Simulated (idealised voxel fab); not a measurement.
Proc. module: voxel gate over fins
Displayed cross-section: cut, width of 245 nm, square cells sized 5 nm.
Reading order for cross-sections: top band down to bottom band. Underlying form: a grid of square cells. Band size: one or more rows of cells.
The entry gives the band's vertical extent as a top height and a bottom height in nm, then its horizontal make-up as materials from left to right, each with a width in nm. "empty" stands for empty space; a single material marked "everywhere" fills the band edge to edge.
For the purposes of this specification, 0 denotes the height below which the wafer in its as-received condition is composed wholly of one material, and the lowermost band, lacking a lower limit, extends downward without end, as expressed in "z 0 and below".
When a width is written as two numbers, as in "30->40", the first number is the width in the top row of cells of the band and the second is the width in its bottom row, and the width changes by the same amount from each row to the next.
Take "no alteration" at face value: in the step it is given for, the cross-section changed in none of its cells.
Closed empty spaces (no open way to the top) of 8 cells or more are what "Closed void table" lists, each as width x height at distance from the left edge, nm for all three.
Heads up: the bit after the settings on a step's line is the simulator's remark on that step.
A step line may carry the setting "overlay nm", which, for steps involving a mask, states the distance by which the mask lay to the right of its intended position; negative values denote displacement to the left.

-- Process steps - plan
1: RECEIVE (material Si)
2: CONFORMAL_DEP (material SiN; thk nm 10)
3: DIRECTIONAL_DEP (material aC; thk nm 10)
4: PATTERN (tone cover; mask id FINS; material resist; width nm 15; pitch nm 45; thk nm 30; overlay nm 0)
5: DIRECTIONAL_ETCH (etch materials aC; depth nm 10)
6: STRIP (etch materials resist)
7: DIRECTIONAL_ETCH (etch materials SiN; depth nm 10)
8: DIRECTIONAL_ETCH (etch materials Si; depth nm 30)
9: STRIP (etch materials aC)
10: FILL_DEP (material SiO2; thk nm 10)
11: CMP (height nm 10)
12: SELECTIVE_ETCH (etch materials SiO2; depth nm 20)
13: STRIP (etch materials SiN)
14: CONFORMAL_DEP (material HfO2; thk nm 5)
15: CONFORMAL_DEP (material TiN; thk nm 5)
16: FILL_DEP (material W; thk nm 10)
17: CMP (height nm 15)
18: CONFORMAL_DEP (material SiCN; thk nm 5)

-- Delivered wafer in cross-section: state after step 1
  z 0 and below  Si everywhere
  Closed void table: none

-- Wafer cross-section at module end: first of two, run to plan
  z 20 to 15  SiCN everywhere
  z 15 to 10  W everywhere
  z 10 to 5  80 nm W, 35 nm TiN, 10 nm W, 35 nm TiN, 85 nm W
  z 5 to 0  80 nm W, 5 nm TiN, 25 nm HfO2, 5 nm TiN, 10 nm W, 5 nm TiN, 25 nm HfO2, 5 nm TiN, 85 nm W
  z 0 to -5  85 nm TiN, 5 nm HfO2, 15 nm Si, 5 nm HfO2, 20 nm TiN, 5 nm HfO2, 15 nm Si, 5 nm HfO2, 90 nm TiN
  z -5 to -10  90 nm HfO2, 15 nm Si, 30 nm HfO2, 15 nm Si, 95 nm HfO2
  z -10 to -30  90 nm SiO2, 15 nm Si, 30 nm SiO2, 15 nm Si, 95 nm SiO2
  z -30 and below  Si everywhere
  Closed void table: none

-- Cross-sectional view of the second of two wafers upon completion of the module. This wafer shared its starting condition and process plan with the first; one error was made during its execution
  z 20 to 15  SiCN everywhere
  z 15 to 10  70 nm W, 5 nm TiN, 90 nm HfO2, 5 nm TiN, 75 nm W
  z 10 to 5  75 nm TiN, 90 nm HfO2, 80 nm TiN
  z 5 to 0  HfO2 everywhere
  z 0 to -10  90 nm HfO2, 15 nm Si, 30 nm HfO2, 15 nm Si, 95 nm HfO2
  z -10 to -30  90 nm SiO2, 15 nm Si, 30 nm SiO2, 15 nm Si, 95 nm SiO2
  z -30 and below  Si everywhere
  Closed void table: none
what went wrong: off-plan run, step 14, actual operation and settings CONFORMAL_DEP (material HfO2; thk nm 15)
The final cell counts differ between the wafers, with the second having more or fewer of some materials than the first: +114 HfO2, -24 TiN, -90 W
